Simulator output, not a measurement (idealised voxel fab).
Process module under the name voxel self aligned contacts
Cross-section cut spans 300 nm and uses square cells 5 nm in size.
Bands, listed from the top down, are how a cross-section gets written in this document; the cross-section itself is a grid of square cells, and a band is one or more rows of them. Quick guide to a band line: top height, bottom height (nm) up front; then every material left to right with its width in nm. Only one material and it's marked "edge to edge"? Then it fills the band edge to edge. And "empty" just means empty space. It should be noted that heights are counted from 0, beneath which the wafer as supplied is of one material throughout, and that the lowest band possesses no lower boundary but continues downward, as written in "from 0 down". Per-row width for "30->40": begins at first number (top row of band), ends at second number (bottom row), increment between rows held constant. "nothing was modified" for a step: no cell of the cross-section changed in that step. Each empty space that has no open way to the top and spans at least 8 cells appears under "Enclosed internal voids" as width x height at distance, the distance counted from the left edge, all in nm. On each step's line, the part that comes after the settings is the simulator's own comment on the step. The setting "overlay nm" may be written on the line of a step. When the step uses a mask, the value reports how far to the right of the planned place the mask lay, and a negative value reports that it lay to the left.

List of planned process steps:
1) op RECEIVE | material Si
2) op OXIDIZE | depth nm 5
3) op DIRECTIONAL_DEP | material polySi | thk nm 25
4) op DIRECTIONAL_DEP | material SiN | thk nm 25
5) op DIRECTIONAL_DEP | material aC | thk nm 10
6) op PATTERN | tone cover | mask id GATE | material resist | width nm 35 | pitch nm 80 | thk nm 25 | overlay nm 0
7) op DIRECTIONAL_ETCH | etch materials aC | depth nm 10
8) op STRIP | etch materials resist
9) op DIRECTIONAL_ETCH | etch materials SiN | depth nm 25
10) op DIRECTIONAL_ETCH | etch materials polySi | depth nm 25
11) op STRIP | etch materials aC
12) op CONFORMAL_DEP | material SiN | thk nm 10
13) op DIRECTIONAL_ETCH | etch materials SiN | depth nm 10
14) op FILL_DEP | material SiO2 | thk nm 15
15) op CMP | height nm 60
16) op DIRECTIONAL_DEP | material aC | thk nm 10
17) op PATTERN | tone open | mask id CONTACT | material resist | width nm 65 | pitch nm 80 | thk nm 25 | overlay nm 0
18) op DIRECTIONAL_ETCH | etch materials aC | depth nm 10
19) op STRIP | etch materials resist
20) op DIRECTIONAL_ETCH | etch materials SiO2 | depth nm 65
21) op STRIP | etch materials aC
22) op CONFORMAL_DEP | material TiN | thk nm 5
23) op FILL_DEP | material Ru | thk nm 10
24) op CMP | height nm 60
25) op CONFORMAL_DEP | material SiN | thk nm 5

Cross-section of the wafer as it came to us, i.e., already through step 1:
* from 0 down: Si edge to edge
* Enclosed internal voids: none

Cross-section taken at module completion on the first of two wafers; processed per the plan:
* from 65 to 60: SiN edge to edge
* from 60 to 50: SiO2: 75  TiN: 5->25  Ru: 55->15  TiN: 5->25  SiO2: 15  TiN: 5->25  Ru: 55->15  TiN: 5->25  SiO2: 80
* from 50 to 25: SiO2: 40  SiN: 55  TiN: 5  Ru: 15  TiN: 5  SiN: 55  TiN: 5  Ru: 15  TiN: 5  SiN: 55  SiO2: 45
* from 25 to 0: SiO2: 40  SiN: 10  polySi: 35  SiN: 10  TiN: 5  Ru: 15  TiN: 5  SiN: 10  polySi: 35  SiN: 10  TiN: 5  Ru: 15  TiN: 5  SiN: 10  polySi: 35  SiN: 10  SiO2: 45
* from 0 to -5: SiO2: 95  TiN: 25  SiO2: 55  TiN: 25  SiO2: 100
* from -5 down: Si edge to edge
* Enclosed internal voids: none

Wafer two, end of module, cross-section. Same start, same plan as wafer one. One mistake in the run:
* from 65 to 60: SiN edge to edge
* from 60 to 50: SiO2: 75  TiN: 5->30  Ru: 55->5  TiN: 5->30  SiO2: 15  TiN: 5->30  Ru: 55->5  TiN: 5->30  SiO2: 80
* from 50 to 25: SiO2: 35  SiN: 65  TiN: 5  Ru: 5  TiN: 5  SiN: 65  TiN: 5  Ru: 5  TiN: 5  SiN: 65  SiO2: 40
* from 25 to 0: SiO2: 35  SiN: 10  polySi: 45  SiN: 10  TiN: 5  Ru: 5  TiN: 5  SiN: 10  polySi: 45  SiN: 10  TiN: 5  Ru: 5  TiN: 5  SiN: 10  polySi: 45  SiN: 10  SiO2: 40
* from 0 to -5: SiO2: 100  TiN: 15  SiO2: 65  TiN: 15  SiO2: 105
* from -5 down: Si edge to edge
* Enclosed internal voids: none
Deviation noted in wafer processing: step 6 ran as: op PATTERN | tone cover | mask id GATE | material resist | width nm 45 | pitch nm 80 | thk nm 25 | overlay nm 0
Final difference in cells, second wafer against first, listed per material as more or fewer: Ru: 44 fewer, SiN: 30 more, SiO2: 16 fewer, polySi: 30 more
